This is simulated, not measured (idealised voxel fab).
Process module heading - voxel gate over fins
The cross-section on display is named cut; it measures 205 nm wide, and its cells are 5 nm squares.
Think of the cross-section as a grid of square cells. We describe it in bands, top to bottom, and each band covers one or more rows of those cells.
Top height, bottom height, nm. Materials left to right, width each, nm. Single material + "everywhere" = fills band edge to edge. "empty" = empty.
Height reference: 0 = level under which incoming wafer is all one material. Lowest band: no bottom, runs on downward, e.g. "0 -> down".
The two numbers in a width such as "30 to 40" mark its ends across the band: the first belongs to the top row of cells, the second to the bottom row, and from each row to the next the width moves by the same amount.
"left unchanged" for a step: no cell of the cross-section changed in that step.
So "Enclosed cavities" is basically the list of trapped voids: any empty space of 8 cells or more that can't reach the top through an opening. They're written width x height at distance, the distance being from the left edge, and it's all nm.
Text after the settings on a step's line: the simulator's own remark on that step.
On any step carrying a mask, the "overlay nm" setting, if present on the step's line, tells how far right of its planned place the mask lay; negative values point to the left.

Steps planned for the process:
1) RECEIVE, material Si
2) CONFORMAL_DEP, material SiN, thk nm 10
3) DIRECTIONAL_DEP, material aC, thk nm 10
4) PATTERN, tone cover, mask id FINS, material resist, width nm 15, pitch nm 40, thk nm 30, overlay nm 0
5) DIRECTIONAL_ETCH, etch materials aC, depth nm 10
6) STRIP, etch materials resist
7) DIRECTIONAL_ETCH, etch materials SiN, depth nm 10
8) DIRECTIONAL_ETCH, etch materials Si, depth nm 35
9) STRIP, etch materials aC
10) OXIDIZE, depth nm 5
11) FILL_DEP, material SiO2, thk nm 10
12) CMP, height nm 10
13) SELECTIVE_ETCH, etch materials SiO2, depth nm 25
14) STRIP, etch materials SiN
15) CONFORMAL_DEP, material HfO2, thk nm 5
16) CONFORMAL_DEP, material TiN, thk nm 5
17) CONFORMAL_DEP, material TiAl, thk nm 5
18) CONFORMAL_DEP, material TiN, thk nm 5
19) FILL_DEP, material W, thk nm 10
20) CMP, height nm 25
21) CONFORMAL_DEP, material SiCN, thk nm 10
Where the wafers of this document differ is in the thk nm of step 18; they start out the same, and the plan states the value that applied to the first wafer.

First of several wafers (as received, post step 1), cross-sectional view:
	0 -> down | Si everywhere
	Enclosed cavities: none

End of the module, past its last step, step 21: how the first of several wafers looks in cross-section:
	35 -> 25 | SiCN everywhere
	25 -> 20 | W everywhere
	20 -> 15 | 40 of W, 125 of TiN, 40 of W
	15 -> 10 | 40 of W, 5 of TiN, 35 of TiAl, 5 of TiN, 35 of TiAl, 5 of TiN, 35 of TiAl, 5 of TiN, 40 of W
	10 -> 5 | 40 of W, 5 of TiN, 5 of TiAl, 25 of TiN, 5 of TiAl, 5 of TiN, 5 of TiAl, 25 of TiN, 5 of TiAl, 5 of TiN, 5 of TiAl, 25 of TiN, 5 of TiAl, 5 of TiN, 40 of W
	5 -> 0 | 45 of TiN, 5 of TiAl, 5 of TiN, 15 of HfO2, 5 of TiN, 5 of TiAl, 5 of TiN, 5 of TiAl, 5 of TiN, 15 of HfO2, 5 of TiN, 5 of TiAl, 5 of TiN, 5 of TiAl, 5 of TiN, 15 of HfO2, 5 of TiN, 5 of TiAl, 45 of TiN
	0 -> -5 | 50 of TiAl, 5 of TiN, 5 of HfO2, 5 of Si, 5 of HfO2, 5 of TiN, 15 of TiAl, 5 of TiN, 5 of HfO2, 5 of Si, 5 of HfO2, 5 of TiN, 15 of TiAl, 5 of TiN, 5 of HfO2, 5 of Si, 5 of HfO2, 5 of TiN, 50 of TiAl
	-5 -> -10 | 55 of TiN, 5 of HfO2, 5 of Si, 5 of HfO2, 25 of TiN, 5 of HfO2, 5 of Si, 5 of HfO2, 25 of TiN, 5 of HfO2, 5 of Si, 5 of HfO2, 55 of TiN
	-10 -> -15 | 60 of HfO2, 5 of Si, 35 of HfO2, 5 of Si, 35 of HfO2, 5 of Si, 60 of HfO2
	-15 -> -40 | 60 of SiO2, 5 of Si, 35 of SiO2, 5 of Si, 35 of SiO2, 5 of Si, 60 of SiO2
	-40 -> down | Si everywhere
	Enclosed cavities: none

Wafer cross-section (last wafer, module end):
	35 -> 25 | SiCN everywhere
	25 -> 20 | 25 of W, 155 of TiN, 25 of W
	20 -> 15 | TiN everywhere
	15 -> 10 | 45 of TiN, 35 of TiAl, 5 of TiN, 35 of TiAl, 5 of TiN, 35 of TiAl, 45 of TiN
	10 -> 5 | 45 of TiN, 5 of TiAl, 25 of TiN, 5 of TiAl, 5 of TiN, 5 of TiAl, 25 of TiN, 5 of TiAl, 5 of TiN, 5 of TiAl, 25 of TiN, 5 of TiAl, 45 of TiN
	5 -> 0 | 45 of TiN, 5 of TiAl, 5 of TiN, 15 of HfO2, 5 of TiN, 5 of TiAl, 5 of TiN, 5 of TiAl, 5 of TiN, 15 of HfO2, 5 of TiN, 5 of TiAl, 5 of TiN, 5 of TiAl, 5 of TiN, 15 of HfO2, 5 of TiN, 5 of TiAl, 45 of TiN
	0 -> -5 | 50 of TiAl, 5 of TiN, 5 of HfO2, 5 of Si, 5 of HfO2, 5 of TiN, 15 of TiAl, 5 of TiN, 5 of HfO2, 5 of Si, 5 of HfO2, 5 of TiN, 15 of TiAl, 5 of TiN, 5 of HfO2, 5 of Si, 5 of HfO2, 5 of TiN, 50 of TiAl
	-5 -> -10 | 55 of TiN, 5 of HfO2, 5 of Si, 5 of HfO2, 25 of TiN, 5 of HfO2, 5 of Si, 5 of HfO2, 25 of TiN, 5 of HfO2, 5 of Si, 5 of HfO2, 55 of TiN
	-10 -> -15 | 60 of HfO2, 5 of Si, 35 of HfO2, 5 of Si, 35 of HfO2, 5 of Si, 60 of HfO2
	-15 -> -40 | 60 of SiO2, 5 of Si, 35 of SiO2, 5 of Si, 35 of SiO2, 5 of Si, 60 of SiO2
	-40 -> down | Si everywhere
	Enclosed cavities: none

Basically each wafer gets a line in the table, showing it at the end of the module: material by material, the cells it gained (+) or lost (-) since we got it, then its closed voids:
thk nm 5; +59 HfO2; -304 Si; +82 SiCN; +190 SiO2; +59 TiAl; +112 TiN; +89 W; Enclosed cavities: none
thk nm 10; +59 HfO2; -304 Si; +82 SiCN; +190 SiO2; +59 TiAl; +159 TiN; +42 W; Enclosed cavities: none
thk nm 15; +59 HfO2; -304 Si; +82 SiCN; +190 SiO2; +59 TiAl; +177 TiN; +24 W; Enclosed cavities: none
thk nm 20; +59 HfO2; -304 Si; +82 SiCN; +190 SiO2; +59 TiAl; +191 TiN; +10 W; Enclosed cavities: none
